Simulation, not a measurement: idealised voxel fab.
Process module in this document: voxel self aligned vias
285 nm wide, 5 nm square cells: that's cross-section cut.
Bands, listed from the top down, are how a cross-section gets written in this document; the cross-section itself is a grid of square cells, and a band is one or more rows of them. First you get the band's top height and its bottom height, in nm, and then the materials it's made of, left to right, with each width in nm. If you see a single material with "full width", that one covers the band edge to edge. "air" is empty space. Convention: height 0 is the level below which the wafer, as received, is all one material. The lowest band does not terminate at the bottom but continues downward, represented as "0 down". Graded width ("30..40"): value in top row of band = first number; value in bottom row = second number; row-to-row change constant. Where a step carries "no alterations made", the cross-section came out of it unchanged, cell for cell. The entry titled "Sealed void inventory" provides the empty spaces that have no open way to the top, restricted to those of 8 cells or more. Each is presented as width x height at distance, the distance being measured from the left edge, with all three in nm. Step line, after settings: the simulator's comment on this step. The optional step-line setting "overlay nm" applies to steps with a mask and quantifies how far to the right of its planned location the mask lay, a negative value indicating leftward placement.
-- So here's the lineup of process steps we planned
1,RECEIVE,material Si
2,CONFORMAL_DEP,material SiO2,thk nm 10
3,CONFORMAL_DEP,material SiCN,thk nm 5
4,DIRECTIONAL_DEP,material SiO2,thk nm 30
5,MASKED_ETCH,tone open,mask id LINES,width nm 25,pitch nm 60,etch materials SiO2,depth nm 30,overlay nm 0
6,CONFORMAL_DEP,material TiN,thk nm 5
7,FILL_DEP,material Ru,thk nm 5
8,CMP,height nm 45
9,SELECTIVE_ETCH,etch materials W Ru TiN,depth nm 10
10,FILL_DEP,material SiN,thk nm 5
11,CMP,height nm 45
12,DIRECTIONAL_DEP,material SiO2,thk nm 20
13,DIRECTIONAL_DEP,material aC,thk nm 10
14,PATTERN,tone open,mask id VIAS,material resist,width nm 45,pitch nm 60,thk nm 30,overlay nm 0
15,DIRECTIONAL_ETCH,etch materials aC,depth nm 10
16,STRIP,etch materials resist
17,DIRECTIONAL_ETCH,etch materials SiO2,depth nm 20
18,DIRECTIONAL_ETCH,etch materials SiN,depth nm 10
19,STRIP,etch materials aC
20,CONFORMAL_DEP,material TiN,thk nm 5
21,FILL_DEP,material Ru,thk nm 10
22,CMP,height nm 65
23,CONFORMAL_DEP,material SiCN,thk nm 5
-- first wafer, as planned
-- Wafer cross-section on receipt, i.e. after step 1
  0 down | Si full width
  Sealed void inventory: none
-- after step 2
  10 to 0 | SiO2 full width
  All layers under 0 are left as they were.
-- after step 3
  15 to 10 | SiCN full width
  All layers under 10 are left as they were.
-- after step 4
  45 to 15 | SiO2 full width
  All layers under 15 are left as they were.
-- after step 5
  45 to 15 | SiO2=100, air=25, SiO2=35, air=25, SiO2=100
  All layers under 15 are left as they were.
-- after step 6
  50 to 45 | TiN=105, air=15, TiN=45, air=15, TiN=105
  45 to 20 | SiO2=100, TiN=5, air=15, TiN=5, SiO2=35, TiN=5, air=15, TiN=5, SiO2=100
  20 to 15 | SiO2=100, TiN=25, SiO2=35, TiN=25, SiO2=100
  All layers under 15 are left as they were.
-- after step 7
  55 to 50 | Ru full width
  50 to 45 | TiN=105, Ru=15, TiN=45, Ru=15, TiN=105
  45 to 20 | SiO2=100, TiN=5, Ru=15, TiN=5, SiO2=35, TiN=5, Ru=15, TiN=5, SiO2=100
  All layers under 20 are left as they were.
-- after step 8
  45 to 20 | SiO2=100, TiN=5, Ru=15, TiN=5, SiO2=35, TiN=5, Ru=15, TiN=5, SiO2=100
  All layers under 20 are left as they were.
-- after step 9
  45 to 35 | SiO2=100, air=25, SiO2=35, air=25, SiO2=100
  All layers under 35 are left as they were.
-- after step 10
  50 to 45 | SiN full width
  45 to 35 | SiO2=100, SiN=25, SiO2=35, SiN=25, SiO2=100
  All layers under 35 are left as they were.
-- after step 11
  45 to 35 | SiO2=100, SiN=25, SiO2=35, SiN=25, SiO2=100
  All layers under 35 are left as they were.
-- after step 12
  65 to 45 | SiO2 full width
  All layers under 45 are left as they were.
-- after step 13
  75 to 65 | aC full width
  All layers under 65 are left as they were.
-- after step 14
  105 to 75 | resist=90, air=45, resist=15, air=45, resist=90
  All layers under 75 are left as they were.
-- after step 15
  95 to 75 | resist=90, air=45, resist=15, air=45, resist=90
  75 to 65 | aC=90, air=45, aC=15, air=45, aC=90
  All layers under 65 are left as they were.
-- after step 16
  75 to 65 | aC=90, air=45, aC=15, air=45, aC=90
  All layers under 65 are left as they were.
-- after step 17
  75 to 65 | aC=90, air=45, aC=15, air=45, aC=90
  65 to 45 | SiO2=90, air=45, SiO2=15, air=45, SiO2=90
  All layers under 45 are left as they were.
-- after step 18
  75 to 65 | aC=90, air=45, aC=15, air=45, aC=90
  65 to 45 | SiO2=90, air=45, SiO2=15, air=45, SiO2=90
  45 to 35 | SiO2=100, air=25, SiO2=35, air=25, SiO2=100
  All layers under 35 are left as they were.
-- after step 19
  65 to 45 | SiO2=90, air=45, SiO2=15, air=45, SiO2=90
  All layers under 45 are left as they were.
-- after step 20
  70 to 65 | TiN=95, air=35, TiN=25, air=35, TiN=95
  65 to 50 | SiO2=90, TiN=5, air=35, TiN=5, SiO2=15, TiN=5, air=35, TiN=5, SiO2=90
  50 to 40 | SiO2=90..100, TiN=15..5, air=15, TiN=15..5, SiO2=15..35, TiN=15..5, air=15, TiN=15..5, SiO2=90..100
  40 to 35 | SiO2=100, TiN=25, SiO2=35, TiN=25, SiO2=100
  All layers under 35 are left as they were.
-- after step 21
  80 to 70 | Ru full width
  70 to 65 | TiN=95, Ru=35, TiN=25, Ru=35, TiN=95
  65 to 50 | SiO2=90, TiN=5, Ru=35, TiN=5, SiO2=15, TiN=5, Ru=35, TiN=5, SiO2=90
  50 to 40 | SiO2=90..100, TiN=15..5, Ru=15, TiN=15..5, SiO2=15..35, TiN=15..5, Ru=15, TiN=15..5, SiO2=90..100
  All layers under 40 are left as they were.
-- after step 22
  65 to 50 | SiO2=90, TiN=5, Ru=35, TiN=5, SiO2=15, TiN=5, Ru=35, TiN=5, SiO2=90
  All layers under 50 are left as they were.
-- after step 23
  70 to 65 | SiCN full width
  All layers under 65 are left as they were.
-- Now the other wafer: same start, same recipe, but we messed up one thing when running it. Up to and including step 4 it's the same as the first one
-- What the second wafer looks like in cross-section when step 5 should have wrapped up
  45 to 15 | SiO2=105, air=15, SiO2=45, air=15, SiO2=105
  All layers under 15 are left as they were.
-- What the second wafer looks like in cross-section when step 6 should have wrapped up
  50 to 45 | TiN=110, air=5, TiN=55, air=5, TiN=110
  45 to 20 | SiO2=105, TiN=5, air=5, TiN=5, SiO2=45, TiN=5, air=5, TiN=5, SiO2=105
  20 to 15 | SiO2=105, TiN=15, SiO2=45, TiN=15, SiO2=105
  All layers under 15 are left as they were.
-- What the second wafer looks like in cross-section when step 7 should have wrapped up
  55 to 50 | Ru full width
  50 to 45 | TiN=110, Ru=5, TiN=55, Ru=5, TiN=110
  45 to 20 | SiO2=105, TiN=5, Ru=5, TiN=5, SiO2=45, TiN=5, Ru=5, TiN=5, SiO2=105
  All layers under 20 are left as they were.
-- What the second wafer looks like in cross-section when step 8 should have wrapped up
  45 to 20 | SiO2=105, TiN=5, Ru=5, TiN=5, SiO2=45, TiN=5, Ru=5, TiN=5, SiO2=105
  All layers under 20 are left as they were.
-- What the second wafer looks like in cross-section when step 9 should have wrapped up
  45 to 35 | SiO2=105, air=15, SiO2=45, air=15, SiO2=105
  All layers under 35 are left as they were.
-- What the second wafer looks like in cross-section when step 10 should have wrapped up
  50 to 45 | SiN full width
  45 to 35 | SiO2=105, SiN=15, SiO2=45, SiN=15, SiO2=105
  All layers under 35 are left as they were.
-- What the second wafer looks like in cross-section when step 11 should have wrapped up
  45 to 35 | SiO2=105, SiN=15, SiO2=45, SiN=15, SiO2=105
  All layers under 35 are left as they were.
-- What the second wafer looks like in cross-section when step 12 should have wrapped up
  65 to 45 | SiO2 full width
  All layers under 45 are left as they were.
-- What the second wafer looks like in cross-section when step 13 should have wrapped up
  75 to 65 | aC full width
  All layers under 65 are left as they were.
-- What the second wafer looks like in cross-section when step 14 should have wrapped up
  105 to 75 | resist=90, air=45, resist=15, air=45, resist=90
  All layers under 75 are left as they were.
-- What the second wafer looks like in cross-section when step 15 should have wrapped up
  95 to 75 | resist=90, air=45, resist=15, air=45, resist=90
  75 to 65 | aC=90, air=45, aC=15, air=45, aC=90
  All layers under 65 are left as they were.
-- What the second wafer looks like in cross-section when step 16 should have wrapped up
  75 to 65 | aC=90, air=45, aC=15, air=45, aC=90
  All layers under 65 are left as they were.
-- What the second wafer looks like in cross-section when step 17 should have wrapped up
  75 to 65 | aC=90, air=45, aC=15, air=45, aC=90
  65 to 45 | SiO2=90, air=45, SiO2=15, air=45, SiO2=90
  All layers under 45 are left as they were.
-- What the second wafer looks like in cross-section when step 18 should have wrapped up
  75 to 65 | aC=90, air=45, aC=15, air=45, aC=90
  65 to 45 | SiO2=90, air=45, SiO2=15, air=45, SiO2=90
  45 to 35 | SiO2=105, air=15, SiO2=45, air=15, SiO2=105
  All layers under 35 are left as they were.
-- What the second wafer looks like in cross-section when step 19 should have wrapped up
  65 to 45 | SiO2=90, air=45, SiO2=15, air=45, SiO2=90
  All layers under 45 are left as they were.
-- What the second wafer looks like in cross-section when step 20 should have wrapped up
  70 to 65 | TiN=95, air=35, TiN=25, air=35, TiN=95
  65 to 50 | SiO2=90, TiN=5, air=35, TiN=5, SiO2=15, TiN=5, air=35, TiN=5, SiO2=90
  50 to 40 | SiO2=90..105, TiN=20..5, air=5, TiN=20..5, SiO2=15..45, TiN=20..5, air=5, TiN=20..5, SiO2=90..105
  40 to 35 | SiO2=105, TiN=15, SiO2=45, TiN=15, SiO2=105
  All layers under 35 are left as they were.
-- What the second wafer looks like in cross-section when step 21 should have wrapped up
  80 to 70 | Ru full width
  70 to 65 | TiN=95, Ru=35, TiN=25, Ru=35, TiN=95
  65 to 50 | SiO2=90, TiN=5, Ru=35, TiN=5, SiO2=15, TiN=5, Ru=35, TiN=5, SiO2=90
  50 to 40 | SiO2=90..105, TiN=20..5, Ru=5, TiN=20..5, SiO2=15..45, TiN=20..5, Ru=5, TiN=20..5, SiO2=90..105
  All layers under 40 are left as they were.
-- What the second wafer looks like in cross-section when step 22 should have wrapped up
  65 to 50 | SiO2=90, TiN=5, Ru=35, TiN=5, SiO2=15, TiN=5, Ru=35, TiN=5, SiO2=90
  All layers under 50 are left as they were.
-- What the second wafer looks like in cross-section when step 23 should have wrapped up
  70 to 65 | SiCN full width
  All layers under 65 are left as they were.
Deviation noted in wafer processing: heads up, step 5 didn't go per plan, it actually ran as MASKED_ETCH,tone open,mask id LINES,width nm 15,pitch nm 60,etch materials SiO2,depth nm 30,overlay nm 0
Cell-count delta at end, second wafer over first, by material: -20 Ru, +24 SiO2, -4 TiN
